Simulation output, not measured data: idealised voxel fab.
process module | voxel transistor to metal
cross-section cut | 155 nm wide | cells 5 nm
A cross-section is a grid of square cells, given in bands from the top down. A band is one or more rows of cells.
Each band's line starts with the height of the band's top and of its bottom, in nm. Then come its materials from left to right, each with its width in nm. One material with "throughout" fills the band from edge to edge. "air" is empty space.
Height 0 is the level under which the wafer as received is all one material. The lowest band goes on downwards, as in "0 down".
A width such as "30 to 40" changes by the same amount from each row of cells to the next, from the band's top row to its bottom row.
"no change" after a step means that no cell of the cross-section changed.
closed voids: empty space of 8 cells or more with no open way to the top, each as width x height at its distance from the left edge, in nm
after a step's settings: what the simulator itself notes on the step
overlay nm, on a step with a mask: how far to the right of its planned place the mask lay; to the left if negative
plan
1 op RECEIVE | material Si
2 op CONFORMAL_DEP | material SiO2 | thk nm 5
3 op CONFORMAL_DEP | material SiN | thk nm 10
4 op PATTERN | tone cover | mask id ACTIVE | material resist | width nm 100 | thk nm 20 | overlay nm 0
5 op DIRECTIONAL_ETCH | etch materials SiN | depth nm 10
6 op DIRECTIONAL_ETCH | etch materials SiO2 | depth nm 5
7 op DIRECTIONAL_ETCH | etch materials Si | depth nm 25
8 op STRIP | etch materials resist
9 op OXIDIZE | depth nm 5
10 op FILL_DEP | material SiO2 | thk nm 5
11 op CMP | height nm 15
12 op SELECTIVE_ETCH | etch materials SiO2 | depth nm 5
13 op STRIP | etch materials SiN
14 op SELECTIVE_ETCH | etch materials SiO2 | depth nm 5
15 op OXIDIZE | depth nm 5
16 op DIRECTIONAL_DEP | material polySi | thk nm 30
17 op DIRECTIONAL_DEP | material SiCN | thk nm 15
18 op MASKED_ETCH | tone cover | mask id GATE | width nm 20 | etch materials SiCN | depth nm 25 | overlay nm 0
19 op MASKED_ETCH | tone cover | mask id GATE | width nm 20 | etch materials polySi | depth nm 40 | overlay nm 0
20 op CONFORMAL_DEP | material SiN | thk nm 10
21 op DIRECTIONAL_ETCH | etch materials SiN | depth nm 10
22 op DIRECTIONAL_ETCH | etch materials SiO2 | depth nm 5
23 op EPI | material SiGe | thk nm 5
24 op FILL_DEP | material SiO2 | thk nm 10
25 op CMP | height nm 45
26 op DIRECTIONAL_DEP | material SiO2 | thk nm 10
27 op PATTERN | tone open | mask id CONTACT | material resist | width nm 15 | pitch nm 65 | thk nm 20 | overlay nm 0
28 op DIRECTIONAL_ETCH | etch materials SiO2 | depth nm 55
29 op STRIP | etch materials resist
30 op CONFORMAL_DEP | material TiN | thk nm 5
31 op FILL_DEP | material W | thk nm 5
32 op CMP | height nm 55
33 op DIRECTIONAL_DEP | material TiN | thk nm 5
34 op DIRECTIONAL_DEP | material Ru | thk nm 20
35 op PATTERN | tone cover | mask id METAL_1 | material resist | width nm 15 | pitch nm 65 | thk nm 20 | overlay nm 0
36 op DIRECTIONAL_ETCH | etch materials Ru | depth nm 20
37 op DIRECTIONAL_ETCH | etch materials TiN | depth nm 5
38 op STRIP | etch materials resist
39 op FILL_DEP | material SiO2 | thk nm 10
40 op CMP | height nm 80
41 op CONFORMAL_DEP | material SiCN | thk nm 5
42 op DIRECTIONAL_DEP | material lowk | thk nm 25
43 op DIRECTIONAL_DEP | material aC | thk nm 10
44 op PATTERN | tone open | mask id METAL_2 | material resist | width nm 15 | pitch nm 65 | thk nm 30 | overlay nm 0
45 op DIRECTIONAL_ETCH | etch materials aC | depth nm 10
46 op STRIP | etch materials resist
47 op DIRECTIONAL_ETCH | etch materials lowk | depth nm 15
48 op STRIP | etch materials aC
49 op MASKED_ETCH | tone open | mask id METAL_2_HOLES | width nm 15 | pitch nm 65 | etch materials lowk | depth nm 10 | overlay nm 0
50 op MASKED_ETCH | tone open | mask id METAL_2_HOLES | width nm 15 | pitch nm 65 | etch materials SiCN | depth nm 5 | overlay nm 0
51 op CONFORMAL_DEP | material TiN | thk nm 5
52 op FILL_DEP | material Cu | thk nm 10
53 op CMP | height nm 110
54 op CONFORMAL_DEP | material SiN | thk nm 5
first wafer, as planned
as received, after step 1
  0 down: Si throughout
  closed voids: none
after step 2
  5 to 0: SiO2 throughout
  below 0: unchanged
after step 3
  15 to 5: SiN throughout
  below 5: unchanged
after step 4
  35 to 15: air 25 | resist 100 | air 30
  below 15: unchanged
after step 5
  35 to 15: air 25 | resist 100 | air 30
  15 to 5: air 25 | SiN 100 | air 30
  below 5: unchanged
after step 6
  35 to 15: air 25 | resist 100 | air 30
  15 to 5: air 25 | SiN 100 | air 30
  5 to 0: air 25 | SiO2 100 | air 30
  below 0: unchanged
after step 7
  35 to 15: air 25 | resist 100 | air 30
  15 to 5: air 25 | SiN 100 | air 30
  5 to 0: air 25 | SiO2 100 | air 30
  0 to -25: air 25 | Si 100 | air 30
  below -25: unchanged
after step 8
  15 to 5: air 25 | SiN 100 | air 30
  below 5: unchanged
after step 9
  15 to 5: air 25 | SiN 100 | air 30
  5 to 0: air 25 | SiO2 100 | air 30
  0 to -25: air 25 | SiO2 5 | Si 90 | SiO2 5 | air 30
  -25 to -30: SiO2 30 | Si 90 | SiO2 35
  below -30: unchanged
after step 10
  20 to 15: SiO2 throughout
  15 to 5: SiO2 25 | SiN 100 | SiO2 30
  5 to 0: SiO2 throughout
  0 to -30: SiO2 30 | Si 90 | SiO2 35
  below -30: unchanged
after step 11
  15 to 5: SiO2 25 | SiN 100 | SiO2 30
  below 5: unchanged
after step 12
  15 to 10: air 25 | SiN 100 | air 30
  below 10: unchanged
after step 13
  10 to 5: SiO2 25 | air 100 | SiO2 30
  below 5: unchanged
after step 14
  5 to 0: SiO2 20 | air 110 | SiO2 25
  below 0: unchanged
after step 15
  5 to 0: SiO2 20 | air 110 | SiO2 25
  0 to -5: SiO2 throughout
  below -5: unchanged
after step 16
  35 to 30: polySi 20 | air 110 | polySi 25
  30 to 5: polySi throughout
  5 to 0: SiO2 20 | polySi 110 | SiO2 25
  below 0: unchanged
after step 17
  50 to 45: SiCN 20 | air 110 | SiCN 25
  45 to 35: SiCN throughout
  35 to 30: polySi 20 | SiCN 110 | polySi 25
  below 30: unchanged
after step 18
  45 to 35: air 65 | SiCN 20 | air 70
  35 to 30: polySi 20 | air 45 | SiCN 20 | air 45 | polySi 25
  below 30: unchanged
after step 19
  45 to 30: air 65 | SiCN 20 | air 70
  30 to 5: air 65 | polySi 20 | air 70
  5 to 0: SiO2 20 | air 45 | polySi 20 | air 45 | SiO2 25
  below 0: unchanged
after step 20
  55 to 45: air 55 | SiN 40 | air 60
  45 to 30: air 55 | SiN 10 | SiCN 20 | SiN 10 | air 60
  30 to 15: air 55 | SiN 10 | polySi 20 | SiN 10 | air 60
  15 to 10: SiN 30 | air 25 | SiN 10 | polySi 20 | SiN 10 | air 25 | SiN 35
  10 to 5: SiN 65 | polySi 20 | SiN 70
  5 to 0: SiO2 20 | SiN 45 | polySi 20 | SiN 45 | SiO2 25
  below 0: unchanged
after step 21
  45 to 30: air 55 | SiN 10 | SiCN 20 | SiN 10 | air 60
  30 to 5: air 55 | SiN 10 | polySi 20 | SiN 10 | air 60
  5 to 0: SiO2 20 | SiN 10 | air 25 | SiN 10 | polySi 20 | SiN 10 | air 25 | SiN 10 | SiO2 25
  below 0: unchanged
after step 22
  45 to 30: air 55 | SiN 10 | SiCN 20 | SiN 10 | air 60
  30 to 5: air 55 | SiN 10 | polySi 20 | SiN 10 | air 60
  5 to 0: air 20 | SiN 10 | air 25 | SiN 10 | polySi 20 | SiN 10 | air 25 | SiN 10 | air 25
  0 to -5: SiO2 30 | air 25 | SiO2 40 | air 25 | SiO2 35
  below -5: unchanged
after step 23
  45 to 30: air 55 | SiN 10 | SiCN 20 | SiN 10 | air 60
  30 to 5: air 55 | SiN 10 | polySi 20 | SiN 10 | air 60
  5 to 0: air 20 | SiN 10 | air 25 | SiN 10 | polySi 20 | SiN 10 | air 25 | SiN 10 | air 25
  0 to -5: SiO2 30 | SiGe 25 | SiO2 40 | SiGe 25 | SiO2 35
  below -5: unchanged
after step 24
  55 to 45: SiO2 throughout
  45 to 30: SiO2 55 | SiN 10 | SiCN 20 | SiN 10 | SiO2 60
  30 to 5: SiO2 55 | SiN 10 | polySi 20 | SiN 10 | SiO2 60
  5 to 0: SiO2 20 | SiN 10 | SiO2 25 | SiN 10 | polySi 20 | SiN 10 | SiO2 25 | SiN 10 | SiO2 25
  below 0: unchanged
after step 25
  45 to 30: SiO2 55 | SiN 10 | SiCN 20 | SiN 10 | SiO2 60
  below 30: unchanged
after step 26
  55 to 45: SiO2 throughout
  below 45: unchanged
after step 27
  75 to 55: resist 35 | air 15 | resist 50 | air 15 | resist 40
  below 55: unchanged
after step 28
  75 to 55: resist 35 | air 15 | resist 50 | air 15 | resist 40
  55 to 45: SiO2 35 | air 15 | SiO2 50 | air 15 | SiO2 40
  45 to 30: SiO2 35 | air 15 | SiO2 5 | SiN 10 | SiCN 20 | SiN 10 | SiO2 5 | air 15 | SiO2 40
  30 to 5: SiO2 35 | air 15 | SiO2 5 | SiN 10 | polySi 20 | SiN 10 | SiO2 5 | air 15 | SiO2 40
  5 to 0: SiO2 20 | SiN 10 | SiO2 5 | air 15 | SiO2 5 | SiN 10 | polySi 20 | SiN 10 | SiO2 5 | air 15 | SiO2 5 | SiN 10 | SiO2 25
  below 0: unchanged
after step 29
  55 to 45: SiO2 35 | air 15 | SiO2 50 | air 15 | SiO2 40
  below 45: unchanged
after step 30
  60 to 55: TiN 40 | air 5 | TiN 60 | air 5 | TiN 45
  55 to 45: SiO2 35 | TiN 5 | air 5 | TiN 5 | SiO2 50 | TiN 5 | air 5 | TiN 5 | SiO2 40
  45 to 30: SiO2 35 | TiN 5 | air 5 | TiN 5 | SiO2 5 | SiN 10 | SiCN 20 | SiN 10 | SiO2 5 | TiN 5 | air 5 | TiN 5 | SiO2 40
  30 to 5: SiO2 35 | TiN 5 | air 5 | TiN 5 | SiO2 5 | SiN 10 | polySi 20 | SiN 10 | SiO2 5 | TiN 5 | air 5 | TiN 5 | SiO2 40
  5 to 0: SiO2 20 | SiN 10 | SiO2 5 | TiN 15 | SiO2 5 | SiN 10 | polySi 20 | SiN 10 | SiO2 5 | TiN 15 | SiO2 5 | SiN 10 | SiO2 25
  below 0: unchanged
after step 31
  65 to 60: W throughout
  60 to 55: TiN 40 | W 5 | TiN 60 | W 5 | TiN 45
  55 to 45: SiO2 35 | TiN 5 | W 5 | TiN 5 | SiO2 50 | TiN 5 | W 5 | TiN 5 | SiO2 40
  45 to 30: SiO2 35 | TiN 5 | W 5 | TiN 5 | SiO2 5 | SiN 10 | SiCN 20 | SiN 10 | SiO2 5 | TiN 5 | W 5 | TiN 5 | SiO2 40
  30 to 5: SiO2 35 | TiN 5 | W 5 | TiN 5 | SiO2 5 | SiN 10 | polySi 20 | SiN 10 | SiO2 5 | TiN 5 | W 5 | TiN 5 | SiO2 40
  below 5: unchanged
after step 32
  55 to 45: SiO2 35 | TiN 5 | W 5 | TiN 5 | SiO2 50 | TiN 5 | W 5 | TiN 5 | SiO2 40
  below 45: unchanged
after step 33
  60 to 55: TiN throughout
  below 55: unchanged
after step 34
  80 to 60: Ru throughout
  below 60: unchanged
after step 35
  100 to 80: air 35 | resist 15 | air 50 | resist 15 | air 40
  below 80: unchanged
after step 36
  100 to 80: air 35 | resist 15 | air 50 | resist 15 | air 40
  80 to 60: air 35 | Ru 15 | air 50 | Ru 15 | air 40
  below 60: unchanged
after step 37
  100 to 80: air 35 | resist 15 | air 50 | resist 15 | air 40
  80 to 60: air 35 | Ru 15 | air 50 | Ru 15 | air 40
  60 to 55: air 35 | TiN 15 | air 50 | TiN 15 | air 40
  below 55: unchanged
after step 38
  80 to 60: air 35 | Ru 15 | air 50 | Ru 15 | air 40
  below 60: unchanged
after step 39
  90 to 80: SiO2 throughout
  80 to 60: SiO2 35 | Ru 15 | SiO2 50 | Ru 15 | SiO2 40
  60 to 55: SiO2 35 | TiN 15 | SiO2 50 | TiN 15 | SiO2 40
  below 55: unchanged
after step 40
  80 to 60: SiO2 35 | Ru 15 | SiO2 50 | Ru 15 | SiO2 40
  below 60: unchanged
after step 41
  85 to 80: SiCN throughout
  below 80: unchanged
after step 42
  110 to 85: lowk throughout
  below 85: unchanged
after step 43
  120 to 110: aC throughout
  below 110: unchanged
after step 44
  150 to 120: resist 35 | air 15 | resist 50 | air 15 | resist 40
  below 120: unchanged
after step 45
  140 to 120: resist 35 | air 15 | resist 50 | air 15 | resist 40
  120 to 110: aC 35 | air 15 | aC 50 | air 15 | aC 40
  below 110: unchanged
after step 46
  120 to 110: aC 35 | air 15 | aC 50 | air 15 | aC 40
  below 110: unchanged
after step 47
  120 to 110: aC 35 | air 15 | aC 50 | air 15 | aC 40
  110 to 95: lowk 35 | air 15 | lowk 50 | air 15 | lowk 40
  below 95: unchanged
after step 48
  110 to 95: lowk 35 | air 15 | lowk 50 | air 15 | lowk 40
  below 95: unchanged
after step 49
  110 to 85: lowk 35 | air 15 | lowk 50 | air 15 | lowk 40
  below 85: unchanged
after step 50
  110 to 85: lowk 35 | air 15 | lowk 50 | air 15 | lowk 40
  85 to 80: SiCN 35 | air 15 | SiCN 50 | air 15 | SiCN 40
  below 80: unchanged
after step 51
  115 to 110: TiN 40 | air 5 | TiN 60 | air 5 | TiN 45
  110 to 85: lowk 35 | TiN 5 | air 5 | TiN 5 | lowk 50 | TiN 5 | air 5 | TiN 5 | lowk 40
  85 to 80: SiCN 35 | TiN 15 | SiCN 50 | TiN 15 | SiCN 40
  below 80: unchanged
after step 52
  125 to 115: Cu throughout
  115 to 110: TiN 40 | Cu 5 | TiN 60 | Cu 5 | TiN 45
  110 to 85: lowk 35 | TiN 5 | Cu 5 | TiN 5 | lowk 50 | TiN 5 | Cu 5 | TiN 5 | lowk 40
  below 85: unchanged
after step 53
  110 to 85: lowk 35 | TiN 5 | Cu 5 | TiN 5 | lowk 50 | TiN 5 | Cu 5 | TiN 5 | lowk 40
  below 85: unchanged
after step 54
  115 to 110: SiN throughout
  below 110: unchanged
second wafer: like start, like plan, one mistake. Through step 48 it matches the first wafer
when step 49 should have ended
  110 to 100: lowk 30 | air 25 | lowk 40 | air 25 | lowk 35
  100 to 85: lowk 35 | air 15 | lowk 50 | air 15 | lowk 40
  below 85: unchanged
when step 50 should have ended
  110 to 100: lowk 30 | air 25 | lowk 40 | air 25 | lowk 35
  100 to 85: lowk 35 | air 15 | lowk 50 | air 15 | lowk 40
  85 to 80: SiCN 35 | air 15 | SiCN 50 | air 15 | SiCN 40
  below 80: unchanged
when step 51 should have ended
  115 to 110: TiN 35 | air 15 | TiN 50 | air 15 | TiN 40
  110 to 100: lowk 30 | TiN 5 to 10 | air 15 to 5 | TiN 5 to 10 | lowk 40 | TiN 5 to 10 | air 15 to 5 | TiN 5 to 10 | lowk 35
  100 to 85: lowk 35 | TiN 5 | air 5 | TiN 5 | lowk 50 | TiN 5 | air 5 | TiN 5 | lowk 40
  85 to 80: SiCN 35 | TiN 15 | SiCN 50 | TiN 15 | SiCN 40
  below 80: unchanged
when step 52 should have ended
  125 to 115: Cu throughout
  115 to 110: TiN 35 | Cu 15 | TiN 50 | Cu 15 | TiN 40
  110 to 100: lowk 30 | TiN 5 to 10 | Cu 15 to 5 | TiN 5 to 10 | lowk 40 | TiN 5 to 10 | Cu 15 to 5 | TiN 5 to 10 | lowk 35
  100 to 85: lowk 35 | TiN 5 | Cu 5 | TiN 5 | lowk 50 | TiN 5 | Cu 5 | TiN 5 | lowk 40
  below 85: unchanged
when step 53 should have ended
  110 to 100: lowk 30 | TiN 5 to 10 | Cu 15 to 5 | TiN 5 to 10 | lowk 40 | TiN 5 to 10 | Cu 15 to 5 | TiN 5 to 10 | lowk 35
  below 100: unchanged
when step 54 should have ended
  115 to 110: SiN throughout
  below 110: unchanged
what went wrong: step 49 ran as: op MASKED_ETCH | tone open | mask id METAL_2_HOLES | width nm 25 | pitch nm 65 | etch materials lowk | depth nm 10 | overlay nm 0
at the end the second wafer has, in cells: 4 more of Cu | 4 more of TiN | 8 fewer of lowk
